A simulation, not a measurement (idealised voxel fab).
process module | voxel double patterning
Square cell edge 5 nm, section width 260 nm, ID cut.
When this document writes out a cross-section, it uses a grid of square cells and lists it as bands, beginning at the top and moving down, with a band standing for one or more rows of cells.
Top, bottom (nm), then materials left to right with widths (nm); lone material tagged "full width" fills the whole band edge to edge; "empty" = empty space.
A quick word on heights: they are counted from 0, and under that level the wafer as it came to us is one material throughout. The lowest band is different from the rest in having no bottom; it simply continues downward, written as in "0..down".
Quick explanation for "30->40": the width changes in equal steps down the rows of cells, from the first number in the band's top row to the second number in its bottom row.
For the purposes of this document, the phrase "no change occurred" attached to a step denotes that no cell within the cross-section was modified by that step.
Listed in "Enclosed internal voids": every empty space of 8 or more cells without an open way to the top. Form: width x height at distance, the distance being from the left edge, all in nm.
It should be noted that, on the line of a given step, the content following the step's settings is a remark produced by the simulator itself with respect to that step.
A step line may carry the setting "overlay nm", which, for steps involving a mask, states the distance by which the mask lay to the right of its intended position; negative values denote displacement to the left.
## Planned process steps
- 1: RECEIVE: material Si
- 2: CONFORMAL_DEP: material SiO2, thk nm 5
- 3: DIRECTIONAL_DEP: material TiN, thk nm 15
- 4: DIRECTIONAL_DEP: material SiCN, thk nm 10
- 5: MASKED_ETCH: tone open, mask id FIRST, width nm 15, pitch nm 50, etch materials SiCN, depth nm 10, overlay nm 0
- 6: MASKED_ETCH: tone open, mask id SECOND, width nm 15, pitch nm 50, etch materials SiCN, depth nm 10, overlay nm 0
- 7: DIRECTIONAL_ETCH: etch materials TiN, depth nm 15
- 8: STRIP: etch materials SiCN
## The first of the two wafers, which ran as planned
## Delivered wafer in cross-section: state after step 1
  0..down = Si full width
  Enclosed internal voids: none
## Step 2 complete: cross-section through the wafer
  5..0 = SiO2 full width
  Below 0, no change.
## Step 3 complete: cross-section through the wafer
  20..5 = TiN full width
  Below 5, no change.
## Step 4 complete: cross-section through the wafer
  30..20 = SiCN full width
  Below 20, no change.
## Step 5 complete: cross-section through the wafer
  30..20 = SiCN=70 / empty=15 / SiCN=35 / empty=15 / SiCN=35 / empty=15 / SiCN=75
  Below 20, no change.
## Step 6 complete: cross-section through the wafer
  30..20 = SiCN=70 / empty=15 / SiCN=10 / empty=15 / SiCN=10 / empty=15 / SiCN=10 / empty=15 / SiCN=10 / empty=15 / SiCN=75
  Below 20, no change.
## Step 7 complete: cross-section through the wafer
  30..20 = SiCN=70 / empty=15 / SiCN=10 / empty=15 / SiCN=10 / empty=15 / SiCN=10 / empty=15 / SiCN=10 / empty=15 / SiCN=75
  20..5 = TiN=70 / empty=15 / TiN=10 / empty=15 / TiN=10 / empty=15 / TiN=10 / empty=15 / TiN=10 / empty=15 / TiN=75
  Below 5, no change.
## Step 8 complete: cross-section through the wafer
  20..5 = TiN=70 / empty=15 / TiN=10 / empty=15 / TiN=10 / empty=15 / TiN=10 / empty=15 / TiN=10 / empty=15 / TiN=75
  Below 5, no change.
## second wafer: like start, like plan, one mistake. Through step 5 it matches the first wafer
## Second wafer: cross-section at the scheduled end of step 6
  30..20 = SiCN=70 / empty=30 / SiCN=20 / empty=30 / SiCN=20 / empty=15 / SiCN=75
  Below 20, no change.
## Second wafer: cross-section at the scheduled end of step 7
  30..20 = SiCN=70 / empty=30 / SiCN=20 / empty=30 / SiCN=20 / empty=15 / SiCN=75
  20..5 = TiN=70 / empty=30 / TiN=20 / empty=30 / TiN=20 / empty=15 / TiN=75
  Below 5, no change.
## Second wafer: cross-section at the scheduled end of step 8
  20..5 = TiN=70 / empty=30 / TiN=20 / empty=30 / TiN=20 / empty=15 / TiN=75
  Below 5, no change.
What broke from the plan during processing? contrary to plan, step 6 was performed as MASKED_ETCH: tone open, mask id SECOND, width nm 15, pitch nm 50, etch materials SiCN, depth nm 10, overlay nm -10
End check, second vs first wafer: material counts in cells match, positions do not.
